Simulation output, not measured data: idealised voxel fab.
Presented below is a process module, voxel transistor to metal.
In the cross-section labelled cut, the width is 140 nm and each square cell is 5 nm.
A cross-section is a grid of square cells, given in bands from the top down. A band is one or more rows of cells. Read a band's entry like this: the first values are the height of its top and the height of its bottom in nm, and what follows is the sequence of materials from left to right, each with its width in nm. Note that "blank" is empty space, and that a single material marked "all across" reaches across the band from edge to edge. Convention: height 0 is the level below which the wafer, as received, is all one material. The lowest band does not terminate at the bottom but continues downward, represented as "z 0 and below". The expression "30->40" gives the width at the extremes of the band, the first number at its top row of cells and the second at its bottom row, with the width changing by equal amounts from each row to the next in between. "no alterations made" after a step means that no cell of the cross-section changed. So "Completely enclosed voids" is basically the list of trapped voids: any empty space of 8 cells or more that can't reach the top through an opening. They're written width x height at distance, the distance being from the left edge, and it's all nm. Past the settings on a step's line: simulator remark, on that step. You can add "overlay nm" to a step's line. For a step with a mask, it describes how far the mask lay to the right of its planned position, and a negative number describes a lay to the left.

THESE ARE THE STEPS WE PLANNED FOR THE PROCESS
step 1: op RECEIVE | material Si
step 2: op OXIDIZE | depth nm 5
step 3: op CONFORMAL_DEP | material SiN | thk nm 10
step 4: op PATTERN | tone cover | mask id ACTIVE | material resist | width nm 105 | thk nm 15 | overlay nm 0
step 5: op DIRECTIONAL_ETCH | etch materials SiN | depth nm 10
step 6: op DIRECTIONAL_ETCH | etch materials SiO2 | depth nm 5
step 7: op DIRECTIONAL_ETCH | etch materials Si | depth nm 25
step 8: op STRIP | etch materials resist
step 9: op OXIDIZE | depth nm 5
step 10: op FILL_DEP | material SiO2 | thk nm 5
step 11: op CMP | height nm 10
step 12: op SELECTIVE_ETCH | etch materials SiO2 | depth nm 10
step 13: op STRIP | etch materials SiN
step 14: op SELECTIVE_ETCH | etch materials SiO2 | depth nm 5
step 15: op OXIDIZE | depth nm 5
step 16: op DIRECTIONAL_DEP | material polySi | thk nm 25
step 17: op DIRECTIONAL_DEP | material SiCN | thk nm 15
step 18: op PATTERN | tone cover | mask id GATE | material resist | width nm 15 | thk nm 20 | overlay nm 0
step 19: op DIRECTIONAL_ETCH | etch materials SiCN | depth nm 25
step 20: op DIRECTIONAL_ETCH | etch materials polySi | depth nm 35
step 21: op STRIP | etch materials resist
step 22: op CONFORMAL_DEP | material SiO2 | thk nm 5
step 23: op DIRECTIONAL_ETCH | etch materials SiO2 | depth nm 5
step 24: op CONFORMAL_DEP | material SiN | thk nm 5
step 25: op DIRECTIONAL_ETCH | etch materials SiN | depth nm 5
step 26: op DIRECTIONAL_ETCH | etch materials SiO2 | depth nm 5
step 27: op DIRECTIONAL_ETCH | etch materials Si | depth nm 10
step 28: op EPI | material SiGe | thk nm 10
step 29: op FILL_DEP | material SiO2 | thk nm 10
step 30: op CMP | height nm 35
step 31: op DIRECTIONAL_DEP | material SiO2 | thk nm 15
step 32: op MASKED_ETCH | tone open | mask id CONTACT | width nm 20 | pitch nm 75 | etch materials SiO2 | depth nm 60 | overlay nm 0
step 33: op CONFORMAL_DEP | material TiN | thk nm 5
step 34: op FILL_DEP | material W | thk nm 5
step 35: op CMP | height nm 50
step 36: op CONFORMAL_DEP | material SiN | thk nm 5
step 37: op DIRECTIONAL_DEP | material SiO2 | thk nm 25
step 38: op MASKED_ETCH | tone open | mask id METAL_1 | width nm 20 | pitch nm 75 | etch materials SiO2 | depth nm 25 | overlay nm 0
step 39: op MASKED_ETCH | tone open | mask id METAL_1 | width nm 20 | pitch nm 75 | etch materials SiN | depth nm 5 | overlay nm 0
step 40: op CONFORMAL_DEP | material TiN | thk nm 5
step 41: op FILL_DEP | material Cu | thk nm 10
step 42: op CMP | height nm 80
step 43: op CONFORMAL_DEP | material SiCN | thk nm 5
step 44: op DIRECTIONAL_DEP | material SiO2 | thk nm 35
step 45: op MASKED_ETCH | tone open | mask id METAL_2_HOLES | width nm 15 | pitch nm 75 | etch materials SiO2 | depth nm 35 | overlay nm 0
step 46: op DIRECTIONAL_DEP | material aC | thk nm 15
step 47: op PATTERN | tone open | mask id METAL_2 | material resist | width nm 20 | pitch nm 75 | thk nm 35 | overlay nm 0
step 48: op DIRECTIONAL_ETCH | etch materials aC | depth nm 15
step 49: op STRIP | etch materials resist
step 50: op DIRECTIONAL_ETCH | etch materials SiO2 | depth nm 20
step 51: op DIRECTIONAL_ETCH | etch materials SiCN | depth nm 5
step 52: op STRIP | etch materials aC
step 53: op CONFORMAL_DEP | material TiN | thk nm 5
step 54: op FILL_DEP | material Ru | thk nm 10
step 55: op CMP | height nm 120
step 56: op CONFORMAL_DEP | material SiN | thk nm 5

FIRST WAFER OUT OF TWO, PROCESSED AS PLANNED

DELIVERED WAFER IN CROSS-SECTION: STATE AFTER STEP 1
- z 0 and below: Si all across
- Completely enclosed voids: none

YOU'RE LOOKING AT A CROSS-SECTION OF THE WAFER AFTER STEP 2
- z 0 to -5: SiO2 all across
- Everything below -5 is unchanged.

YOU'RE LOOKING AT A CROSS-SECTION OF THE WAFER AFTER STEP 3
- z 10 to 0: SiN all across
- Everything below 0 is unchanged.

YOU'RE LOOKING AT A CROSS-SECTION OF THE WAFER AFTER STEP 4
- z 25 to 10: blank 15 nm; resist 105 nm; blank 20 nm
- Everything below 10 is unchanged.

YOU'RE LOOKING AT A CROSS-SECTION OF THE WAFER AFTER STEP 5
- z 25 to 10: blank 15 nm; resist 105 nm; blank 20 nm
- z 10 to 0: blank 15 nm; SiN 105 nm; blank 20 nm
- Everything below 0 is unchanged.

YOU'RE LOOKING AT A CROSS-SECTION OF THE WAFER AFTER STEP 6
- z 25 to 10: blank 15 nm; resist 105 nm; blank 20 nm
- z 10 to 0: blank 15 nm; SiN 105 nm; blank 20 nm
- z 0 to -5: blank 15 nm; SiO2 105 nm; blank 20 nm
- Everything below -5 is unchanged.

YOU'RE LOOKING AT A CROSS-SECTION OF THE WAFER AFTER STEP 7
- z 25 to 10: blank 15 nm; resist 105 nm; blank 20 nm
- z 10 to 0: blank 15 nm; SiN 105 nm; blank 20 nm
- z 0 to -5: blank 15 nm; SiO2 105 nm; blank 20 nm
- z -5 to -30: blank 15 nm; Si 105 nm; blank 20 nm
- Everything below -30 is unchanged.

YOU'RE LOOKING AT A CROSS-SECTION OF THE WAFER AFTER STEP 8
- z 10 to 0: blank 15 nm; SiN 105 nm; blank 20 nm
- Everything below 0 is unchanged.

YOU'RE LOOKING AT A CROSS-SECTION OF THE WAFER AFTER STEP 9
- z 10 to 0: blank 15 nm; SiN 105 nm; blank 20 nm
- z 0 to -5: blank 15 nm; SiO2 105 nm; blank 20 nm
- z -5 to -30: blank 15 nm; SiO2 5 nm; Si 95 nm; SiO2 5 nm; blank 20 nm
- z -30 to -35: SiO2 20 nm; Si 95 nm; SiO2 25 nm
- Everything below -35 is unchanged.

YOU'RE LOOKING AT A CROSS-SECTION OF THE WAFER AFTER STEP 10
- z 15 to 10: SiO2 all across
- z 10 to 0: SiO2 15 nm; SiN 105 nm; SiO2 20 nm
- z 0 to -5: SiO2 all across
- z -5 to -35: SiO2 20 nm; Si 95 nm; SiO2 25 nm
- Everything below -35 is unchanged.

YOU'RE LOOKING AT A CROSS-SECTION OF THE WAFER AFTER STEP 11
- z 10 to 0: SiO2 15 nm; SiN 105 nm; SiO2 20 nm
- Everything below 0 is unchanged.

YOU'RE LOOKING AT A CROSS-SECTION OF THE WAFER AFTER STEP 12
- z 10 to 0: blank 15 nm; SiN 105 nm; blank 20 nm
- Everything below 0 is unchanged.

YOU'RE LOOKING AT A CROSS-SECTION OF THE WAFER AFTER STEP 13
- z 0 to -5: SiO2 all across
- Everything below -5 is unchanged.

YOU'RE LOOKING AT A CROSS-SECTION OF THE WAFER AFTER STEP 14
- z -5 to -35: SiO2 20 nm; Si 95 nm; SiO2 25 nm
- Everything below -35 is unchanged.

YOU'RE LOOKING AT A CROSS-SECTION OF THE WAFER AFTER STEP 15
- z -5 to -10: SiO2 all across
- Everything below -10 is unchanged.

YOU'RE LOOKING AT A CROSS-SECTION OF THE WAFER AFTER STEP 16
- z 20 to -5: polySi all across
- Everything below -5 is unchanged.

YOU'RE LOOKING AT A CROSS-SECTION OF THE WAFER AFTER STEP 17
- z 35 to 20: SiCN all across
- Everything below 20 is unchanged.

YOU'RE LOOKING AT A CROSS-SECTION OF THE WAFER AFTER STEP 18
- z 55 to 35: blank 60 nm; resist 15 nm; blank 65 nm
- Everything below 35 is unchanged.

YOU'RE LOOKING AT A CROSS-SECTION OF THE WAFER AFTER STEP 19
- z 55 to 35: blank 60 nm; resist 15 nm; blank 65 nm
- z 35 to 20: blank 60 nm; SiCN 15 nm; blank 65 nm
- Everything below 20 is unchanged.

YOU'RE LOOKING AT A CROSS-SECTION OF THE WAFER AFTER STEP 20
- z 55 to 35: blank 60 nm; resist 15 nm; blank 65 nm
- z 35 to 20: blank 60 nm; SiCN 15 nm; blank 65 nm
- z 20 to -5: blank 60 nm; polySi 15 nm; blank 65 nm
- Everything below -5 is unchanged.

YOU'RE LOOKING AT A CROSS-SECTION OF THE WAFER AFTER STEP 21
- z 35 to 20: blank 60 nm; SiCN 15 nm; blank 65 nm
- Everything below 20 is unchanged.

YOU'RE LOOKING AT A CROSS-SECTION OF THE WAFER AFTER STEP 22
- z 40 to 35: blank 55 nm; SiO2 25 nm; blank 60 nm
- z 35 to 20: blank 55 nm; SiO2 5 nm; SiCN 15 nm; SiO2 5 nm; blank 60 nm
- z 20 to 0: blank 55 nm; SiO2 5 nm; polySi 15 nm; SiO2 5 nm; blank 60 nm
- z 0 to -5: SiO2 60 nm; polySi 15 nm; SiO2 65 nm
- Everything below -5 is unchanged.

YOU'RE LOOKING AT A CROSS-SECTION OF THE WAFER AFTER STEP 23
- z 35 to 20: blank 55 nm; SiO2 5 nm; SiCN 15 nm; SiO2 5 nm; blank 60 nm
- z 20 to -5: blank 55 nm; SiO2 5 nm; polySi 15 nm; SiO2 5 nm; blank 60 nm
- Everything below -5 is unchanged.

YOU'RE LOOKING AT A CROSS-SECTION OF THE WAFER AFTER STEP 24
- z 40 to 35: blank 50 nm; SiN 35 nm; blank 55 nm
- z 35 to 20: blank 50 nm; SiN 5 nm; SiO2 5 nm; SiCN 15 nm; SiO2 5 nm; SiN 5 nm; blank 55 nm
- z 20 to 0: blank 50 nm; SiN 5 nm; SiO2 5 nm; polySi 15 nm; SiO2 5 nm; SiN 5 nm; blank 55 nm
- z 0 to -5: SiN 55 nm; SiO2 5 nm; polySi 15 nm; SiO2 5 nm; SiN 60 nm
- Everything below -5 is unchanged.

YOU'RE LOOKING AT A CROSS-SECTION OF THE WAFER AFTER STEP 25
- z 35 to 20: blank 50 nm; SiN 5 nm; SiO2 5 nm; SiCN 15 nm; SiO2 5 nm; SiN 5 nm; blank 55 nm
- z 20 to -5: blank 50 nm; SiN 5 nm; SiO2 5 nm; polySi 15 nm; SiO2 5 nm; SiN 5 nm; blank 55 nm
- Everything below -5 is unchanged.

YOU'RE LOOKING AT A CROSS-SECTION OF THE WAFER AFTER STEP 26
- z 35 to 30: blank 50 nm; SiN 5 nm; blank 5 nm; SiCN 15 nm; blank 5 nm; SiN 5 nm; blank 55 nm
- z 30 to 20: blank 50 nm; SiN 5 nm; SiO2 5 nm; SiCN 15 nm; SiO2 5 nm; SiN 5 nm; blank 55 nm
- z 20 to -5: blank 50 nm; SiN 5 nm; SiO2 5 nm; polySi 15 nm; SiO2 5 nm; SiN 5 nm; blank 55 nm
- z -5 to -10: blank 50 nm; SiO2 35 nm; blank 55 nm
- Everything below -10 is unchanged.

YOU'RE LOOKING AT A CROSS-SECTION OF THE WAFER AFTER STEP 27
- z 35 to 30: blank 50 nm; SiN 5 nm; blank 5 nm; SiCN 15 nm; blank 5 nm; SiN 5 nm; blank 55 nm
- z 30 to 20: blank 50 nm; SiN 5 nm; SiO2 5 nm; SiCN 15 nm; SiO2 5 nm; SiN 5 nm; blank 55 nm
- z 20 to -5: blank 50 nm; SiN 5 nm; SiO2 5 nm; polySi 15 nm; SiO2 5 nm; SiN 5 nm; blank 55 nm
- z -5 to -10: blank 50 nm; SiO2 35 nm; blank 55 nm
- z -10 to -20: SiO2 20 nm; blank 30 nm; Si 35 nm; blank 30 nm; SiO2 25 nm
- Everything below -20 is unchanged.

YOU'RE LOOKING AT A CROSS-SECTION OF THE WAFER AFTER STEP 28
- z 35 to 30: blank 50 nm; SiN 5 nm; blank 5 nm; SiCN 15 nm; blank 5 nm; SiN 5 nm; blank 55 nm
- z 30 to 20: blank 50 nm; SiN 5 nm; SiO2 5 nm; SiCN 15 nm; SiO2 5 nm; SiN 5 nm; blank 55 nm
- z 20 to 0: blank 50 nm; SiN 5 nm; SiO2 5 nm; polySi 15 nm; SiO2 5 nm; SiN 5 nm; blank 55 nm
- z 0 to -5: blank 40 nm; SiGe 10 nm; SiN 5 nm; SiO2 5 nm; polySi 15 nm; SiO2 5 nm; SiN 5 nm; SiGe 10 nm; blank 45 nm
- z -5 to -10: blank 40 nm; SiGe 10 nm; SiO2 35 nm; SiGe 10 nm; blank 45 nm
- z -10 to -20: SiO2 20 nm; SiGe 30 nm; Si 35 nm; SiGe 30 nm; SiO2 25 nm
- Everything below -20 is unchanged.

YOU'RE LOOKING AT A CROSS-SECTION OF THE WAFER AFTER STEP 29
- z 45 to 35: SiO2 all across
- z 35 to 20: SiO2 50 nm; SiN 5 nm; SiO2 5 nm; SiCN 15 nm; SiO2 5 nm; SiN 5 nm; SiO2 55 nm
- z 20 to 0: SiO2 50 nm; SiN 5 nm; SiO2 5 nm; polySi 15 nm; SiO2 5 nm; SiN 5 nm; SiO2 55 nm
- z 0 to -5: SiO2 40 nm; SiGe 10 nm; SiN 5 nm; SiO2 5 nm; polySi 15 nm; SiO2 5 nm; SiN 5 nm; SiGe 10 nm; SiO2 45 nm
- z -5 to -10: SiO2 40 nm; SiGe 10 nm; SiO2 35 nm; SiGe 10 nm; SiO2 45 nm
- Everything below -10 is unchanged.

YOU'RE LOOKING AT A CROSS-SECTION OF THE WAFER AFTER STEP 30
- z 35 to 20: SiO2 50 nm; SiN 5 nm; SiO2 5 nm; SiCN 15 nm; SiO2 5 nm; SiN 5 nm; SiO2 55 nm
- Everything below 20 is unchanged.

YOU'RE LOOKING AT A CROSS-SECTION OF THE WAFER AFTER STEP 31
- z 50 to 35: SiO2 all across
- Everything below 35 is unchanged.

YOU'RE LOOKING AT A CROSS-SECTION OF THE WAFER AFTER STEP 32
- z 50 to 35: SiO2 20 nm; blank 20 nm; SiO2 55 nm; blank 20 nm; SiO2 25 nm
- z 35 to 20: SiO2 20 nm; blank 20 nm; SiO2 10 nm; SiN 5 nm; SiO2 5 nm; SiCN 15 nm; SiO2 5 nm; SiN 5 nm; SiO2 10 nm; blank 20 nm; SiO2 25 nm
- z 20 to 0: SiO2 20 nm; blank 20 nm; SiO2 10 nm; SiN 5 nm; SiO2 5 nm; polySi 15 nm; SiO2 5 nm; SiN 5 nm; SiO2 10 nm; blank 20 nm; SiO2 25 nm
- z 0 to -5: SiO2 20 nm; blank 20 nm; SiGe 10 nm; SiN 5 nm; SiO2 5 nm; polySi 15 nm; SiO2 5 nm; SiN 5 nm; SiGe 10 nm; blank 20 nm; SiO2 25 nm
- z -5 to -10: SiO2 20 nm; blank 20 nm; SiGe 10 nm; SiO2 35 nm; SiGe 10 nm; blank 20 nm; SiO2 25 nm
- Everything below -10 is unchanged.

YOU'RE LOOKING AT A CROSS-SECTION OF THE WAFER AFTER STEP 33
- z 55 to 50: TiN 25 nm; blank 10 nm; TiN 65 nm; blank 10 nm; TiN 30 nm
- z 50 to 35: SiO2 20 nm; TiN 5 nm; blank 10 nm; TiN 5 nm; SiO2 55 nm; TiN 5 nm; blank 10 nm; TiN 5 nm; SiO2 25 nm
- z 35 to 20: SiO2 20 nm; TiN 5 nm; blank 10 nm; TiN 5 nm; SiO2 10 nm; SiN 5 nm; SiO2 5 nm; SiCN 15 nm; SiO2 5 nm; SiN 5 nm; SiO2 10 nm; TiN 5 nm; blank 10 nm; TiN 5 nm; SiO2 25 nm
- z 20 to 0: SiO2 20 nm; TiN 5 nm; blank 10 nm; TiN 5 nm; SiO2 10 nm; SiN 5 nm; SiO2 5 nm; polySi 15 nm; SiO2 5 nm; SiN 5 nm; SiO2 10 nm; TiN 5 nm; blank 10 nm; TiN 5 nm; SiO2 25 nm
- z 0 to -5: SiO2 20 nm; TiN 5 nm; blank 10 nm; TiN 5 nm; SiGe 10 nm; SiN 5 nm; SiO2 5 nm; polySi 15 nm; SiO2 5 nm; SiN 5 nm; SiGe 10 nm; TiN 5 nm; blank 10 nm; TiN 5 nm; SiO2 25 nm
- z -5 to -10: SiO2 20 nm; TiN 20 nm; SiGe 10 nm; SiO2 35 nm; SiGe 10 nm; TiN 20 nm; SiO2 25 nm
- Everything below -10 is unchanged.

YOU'RE LOOKING AT A CROSS-SECTION OF THE WAFER AFTER STEP 34
- z 60 to 55: W all across
- z 55 to 50: TiN 25 nm; W 10 nm; TiN 65 nm; W 10 nm; TiN 30 nm
- z 50 to 35: SiO2 20 nm; TiN 5 nm; W 10 nm; TiN 5 nm; SiO2 55 nm; TiN 5 nm; W 10 nm; TiN 5 nm; SiO2 25 nm
- z 35 to 20: SiO2 20 nm; TiN 5 nm; W 10 nm; TiN 5 nm; SiO2 10 nm; SiN 5 nm; SiO2 5 nm; SiCN 15 nm; SiO2 5 nm; SiN 5 nm; SiO2 10 nm; TiN 5 nm; W 10 nm; TiN 5 nm; SiO2 25 nm
- z 20 to 0: SiO2 20 nm; TiN 5 nm; W 10 nm; TiN 5 nm; SiO2 10 nm; SiN 5 nm; SiO2 5 nm; polySi 15 nm; SiO2 5 nm; SiN 5 nm; SiO2 10 nm; TiN 5 nm; W 10 nm; TiN 5 nm; SiO2 25 nm
- z 0 to -5: SiO2 20 nm; TiN 5 nm; W 10 nm; TiN 5 nm; SiGe 10 nm; SiN 5 nm; SiO2 5 nm; polySi 15 nm; SiO2 5 nm; SiN 5 nm; SiGe 10 nm; TiN 5 nm; W 10 nm; TiN 5 nm; SiO2 25 nm
- Everything below -5 is unchanged.

YOU'RE LOOKING AT A CROSS-SECTION OF THE WAFER AFTER STEP 35
- z 50 to 35: SiO2 20 nm; TiN 5 nm; W 10 nm; TiN 5 nm; SiO2 55 nm; TiN 5 nm; W 10 nm; TiN 5 nm; SiO2 25 nm
- Everything below 35 is unchanged.

YOU'RE LOOKING AT A CROSS-SECTION OF THE WAFER AFTER STEP 36
- z 55 to 50: SiN all across
- Everything below 50 is unchanged.

YOU'RE LOOKING AT A CROSS-SECTION OF THE WAFER AFTER STEP 37
- z 80 to 55: SiO2 all across
- Everything below 55 is unchanged.

YOU'RE LOOKING AT A CROSS-SECTION OF THE WAFER AFTER STEP 38
- z 80 to 55: SiO2 20 nm; blank 20 nm; SiO2 55 nm; blank 20 nm; SiO2 25 nm
- Everything below 55 is unchanged.

YOU'RE LOOKING AT A CROSS-SECTION OF THE WAFER AFTER STEP 39
- z 80 to 55: SiO2 20 nm; blank 20 nm; SiO2 55 nm; blank 20 nm; SiO2 25 nm
- z 55 to 50: SiN 20 nm; blank 20 nm; SiN 55 nm; blank 20 nm; SiN 25 nm
- Everything below 50 is unchanged.

YOU'RE LOOKING AT A CROSS-SECTION OF THE WAFER AFTER STEP 40
- z 85 to 80: TiN 25 nm; blank 10 nm; TiN 65 nm; blank 10 nm; TiN 30 nm
- z 80 to 55: SiO2 20 nm; TiN 5 nm; blank 10 nm; TiN 5 nm; SiO2 55 nm; TiN 5 nm; blank 10 nm; TiN 5 nm; SiO2 25 nm
- z 55 to 50: SiN 20 nm; TiN 20 nm; SiN 55 nm; TiN 20 nm; SiN 25 nm
- Everything below 50 is unchanged.

YOU'RE LOOKING AT A CROSS-SECTION OF THE WAFER AFTER STEP 41
- z 95 to 85: Cu all across
- z 85 to 80: TiN 25 nm; Cu 10 nm; TiN 65 nm; Cu 10 nm; TiN 30 nm
- z 80 to 55: SiO2 20 nm; TiN 5 nm; Cu 10 nm; TiN 5 nm; SiO2 55 nm; TiN 5 nm; Cu 10 nm; TiN 5 nm; SiO2 25 nm
- Everything below 55 is unchanged.

YOU'RE LOOKING AT A CROSS-SECTION OF THE WAFER AFTER STEP 42
- z 80 to 55: SiO2 20 nm; TiN 5 nm; Cu 10 nm; TiN 5 nm; SiO2 55 nm; TiN 5 nm; Cu 10 nm; TiN 5 nm; SiO2 25 nm
- Everything below 55 is unchanged.

YOU'RE LOOKING AT A CROSS-SECTION OF THE WAFER AFTER STEP 43
- z 85 to 80: SiCN all across
- Everything below 80 is unchanged.

YOU'RE LOOKING AT A CROSS-SECTION OF THE WAFER AFTER STEP 44
- z 120 to 85: SiO2 all across
- Everything below 85 is unchanged.

YOU'RE LOOKING AT A CROSS-SECTION OF THE WAFER AFTER STEP 45
- z 120 to 85: SiO2 20 nm; blank 15 nm; SiO2 60 nm; blank 15 nm; SiO2 30 nm
- Everything below 85 is unchanged.

YOU'RE LOOKING AT A CROSS-SECTION OF THE WAFER AFTER STEP 46
- z 135 to 120: aC 20 nm; blank 15 nm; aC 60 nm; blank 15 nm; aC 30 nm
- z 120 to 100: SiO2 20 nm; blank 15 nm; SiO2 60 nm; blank 15 nm; SiO2 30 nm
- z 100 to 85: SiO2 20 nm; aC 15 nm; SiO2 60 nm; aC 15 nm; SiO2 30 nm
- Everything below 85 is unchanged.

YOU'RE LOOKING AT A CROSS-SECTION OF THE WAFER AFTER STEP 47
- z 170 to 135: resist 20 nm; blank 20 nm; resist 55 nm; blank 20 nm; resist 25 nm
- Everything below 135 is unchanged.

YOU'RE LOOKING AT A CROSS-SECTION OF THE WAFER AFTER STEP 48
- z 155 to 135: resist 20 nm; blank 20 nm; resist 55 nm; blank 20 nm; resist 25 nm
- z 135 to 120: aC 20 nm; blank 20 nm; aC 55 nm; blank 20 nm; aC 25 nm
- z 120 to 85: SiO2 20 nm; blank 15 nm; SiO2 60 nm; blank 15 nm; SiO2 30 nm
- Everything below 85 is unchanged.

YOU'RE LOOKING AT A CROSS-SECTION OF THE WAFER AFTER STEP 49
- z 135 to 120: aC 20 nm; blank 20 nm; aC 55 nm; blank 20 nm; aC 25 nm
- Everything below 120 is unchanged.

YOU'RE LOOKING AT A CROSS-SECTION OF THE WAFER AFTER STEP 50
- z 135 to 120: aC 20 nm; blank 20 nm; aC 55 nm; blank 20 nm; aC 25 nm
- z 120 to 100: SiO2 20 nm; blank 20 nm; SiO2 55 nm; blank 20 nm; SiO2 25 nm
- Everything below 100 is unchanged.

YOU'RE LOOKING AT A CROSS-SECTION OF THE WAFER AFTER STEP 51
- z 135 to 120: aC 20 nm; blank 20 nm; aC 55 nm; blank 20 nm; aC 25 nm
- z 120 to 100: SiO2 20 nm; blank 20 nm; SiO2 55 nm; blank 20 nm; SiO2 25 nm
- z 100 to 85: SiO2 20 nm; blank 15 nm; SiO2 60 nm; blank 15 nm; SiO2 30 nm
- z 85 to 80: SiCN 20 nm; blank 15 nm; SiCN 60 nm; blank 15 nm; SiCN 30 nm
- Everything below 80 is unchanged.

YOU'RE LOOKING AT A CROSS-SECTION OF THE WAFER AFTER STEP 52
- z 120 to 100: SiO2 20 nm; blank 20 nm; SiO2 55 nm; blank 20 nm; SiO2 25 nm
- Everything below 100 is unchanged.

YOU'RE LOOKING AT A CROSS-SECTION OF THE WAFER AFTER STEP 53
- z 125 to 120: TiN 25 nm; blank 10 nm; TiN 65 nm; blank 10 nm; TiN 30 nm
- z 120 to 105: SiO2 20 nm; TiN 5 nm; blank 10 nm; TiN 5 nm; SiO2 55 nm; TiN 5 nm; blank 10 nm; TiN 5 nm; SiO2 25 nm
- z 105 to 100: SiO2 20 nm; TiN 5 nm; blank 5 nm; TiN 10 nm; SiO2 55 nm; TiN 5 nm; blank 5 nm; TiN 10 nm; SiO2 25 nm
- z 100 to 85: SiO2 20 nm; TiN 5 nm; blank 5 nm; TiN 5 nm; SiO2 60 nm; TiN 5 nm; blank 5 nm; TiN 5 nm; SiO2 30 nm
- z 85 to 80: SiCN 20 nm; TiN 15 nm; SiCN 60 nm; TiN 15 nm; SiCN 30 nm
- Everything below 80 is unchanged.

YOU'RE LOOKING AT A CROSS-SECTION OF THE WAFER AFTER STEP 54
- z 135 to 125: Ru all across
- z 125 to 120: TiN 25 nm; Ru 10 nm; TiN 65 nm; Ru 10 nm; TiN 30 nm
- z 120 to 105: SiO2 20 nm; TiN 5 nm; Ru 10 nm; TiN 5 nm; SiO2 55 nm; TiN 5 nm; Ru 10 nm; TiN 5 nm; SiO2 25 nm
- z 105 to 100: SiO2 20 nm; TiN 5 nm; Ru 5 nm; TiN 10 nm; SiO2 55 nm; TiN 5 nm; Ru 5 nm; TiN 10 nm; SiO2 25 nm
- z 100 to 85: SiO2 20 nm; TiN 5 nm; Ru 5 nm; TiN 5 nm; SiO2 60 nm; TiN 5 nm; Ru 5 nm; TiN 5 nm; SiO2 30 nm
- Everything below 85 is unchanged.

YOU'RE LOOKING AT A CROSS-SECTION OF THE WAFER AFTER STEP 55
- z 120 to 105: SiO2 20 nm; TiN 5 nm; Ru 10 nm; TiN 5 nm; SiO2 55 nm; TiN 5 nm; Ru 10 nm; TiN 5 nm; SiO2 25 nm
- Everything below 105 is unchanged.

YOU'RE LOOKING AT A CROSS-SECTION OF THE WAFER AFTER STEP 56
- z 125 to 120: SiN all across
- Everything below 120 is unchanged.

HERE THE SECOND WAFER IS DESCRIBED. ITS START AND ITS PLAN WERE THOSE OF THE FIRST WAFER. ITS RUN CONTAINED ONE MISTAKE. UP TO AND INCLUDING STEP 43, IT DID EXACTLY WHAT THE FIRST WAFER DID

CROSS-SECTIONAL REPRESENTATION OF THE SECOND WAFER AT THE TIME DESIGNATED IN THE PLAN FOR THE COMPLETION OF STEP 44
- z 120 to 85: Cu all across
- Everything below 85 is unchanged.

Cross-sectional representation of the second wafer at the time designated in the plan for the completion of step 45: no alterations made

CROSS-SECTIONAL REPRESENTATION OF THE SECOND WAFER AT THE TIME DESIGNATED IN THE PLAN FOR THE COMPLETION OF STEP 46
- z 135 to 120: aC all across
- Everything below 120 is unchanged.

CROSS-SECTIONAL REPRESENTATION OF THE SECOND WAFER AT THE TIME DESIGNATED IN THE PLAN FOR THE COMPLETION OF STEP 47
- z 170 to 135: resist 20 nm; blank 20 nm; resist 55 nm; blank 20 nm; resist 25 nm
- Everything below 135 is unchanged.

CROSS-SECTIONAL REPRESENTATION OF THE SECOND WAFER AT THE TIME DESIGNATED IN THE PLAN FOR THE COMPLETION OF STEP 48
- z 155 to 135: resist 20 nm; blank 20 nm; resist 55 nm; blank 20 nm; resist 25 nm
- z 135 to 120: aC 20 nm; blank 20 nm; aC 55 nm; blank 20 nm; aC 25 nm
- Everything below 120 is unchanged.

CROSS-SECTIONAL REPRESENTATION OF THE SECOND WAFER AT THE TIME DESIGNATED IN THE PLAN FOR THE COMPLETION OF STEP 49
- z 135 to 120: aC 20 nm; blank 20 nm; aC 55 nm; blank 20 nm; aC 25 nm
- Everything below 120 is unchanged.

Cross-sectional representation of the second wafer at the time designated in the plan for the completion of step 50: no alterations made

Cross-sectional representation of the second wafer at the time designated in the plan for the completion of step 51: no alterations made

CROSS-SECTIONAL REPRESENTATION OF THE SECOND WAFER AT THE TIME DESIGNATED IN THE PLAN FOR THE COMPLETION OF STEP 52
- z 120 to 85: Cu all across
- Everything below 85 is unchanged.

CROSS-SECTIONAL REPRESENTATION OF THE SECOND WAFER AT THE TIME DESIGNATED IN THE PLAN FOR THE COMPLETION OF STEP 53
- z 125 to 120: TiN all across
- Everything below 120 is unchanged.

CROSS-SECTIONAL REPRESENTATION OF THE SECOND WAFER AT THE TIME DESIGNATED IN THE PLAN FOR THE COMPLETION OF STEP 54
- z 135 to 125: Ru all across
- Everything below 125 is unchanged.

CROSS-SECTIONAL REPRESENTATION OF THE SECOND WAFER AT THE TIME DESIGNATED IN THE PLAN FOR THE COMPLETION OF STEP 55
- z 120 to 85: Cu all across
- Everything below 85 is unchanged.

CROSS-SECTIONAL REPRESENTATION OF THE SECOND WAFER AT THE TIME DESIGNATED IN THE PLAN FOR THE COMPLETION OF STEP 56
- z 125 to 120: SiN all across
- Everything below 120 is unchanged.
What was the processing mistake? so step 44 ended up running with a different setting than we planned, it ran as op DIRECTIONAL_DEP | material Cu | thk nm 35
Final comparison by cell count, materials where the second wafer has more or fewer than the first: +196 Cu, -20 Ru, +6 SiCN, -146 SiO2, -36 TiN
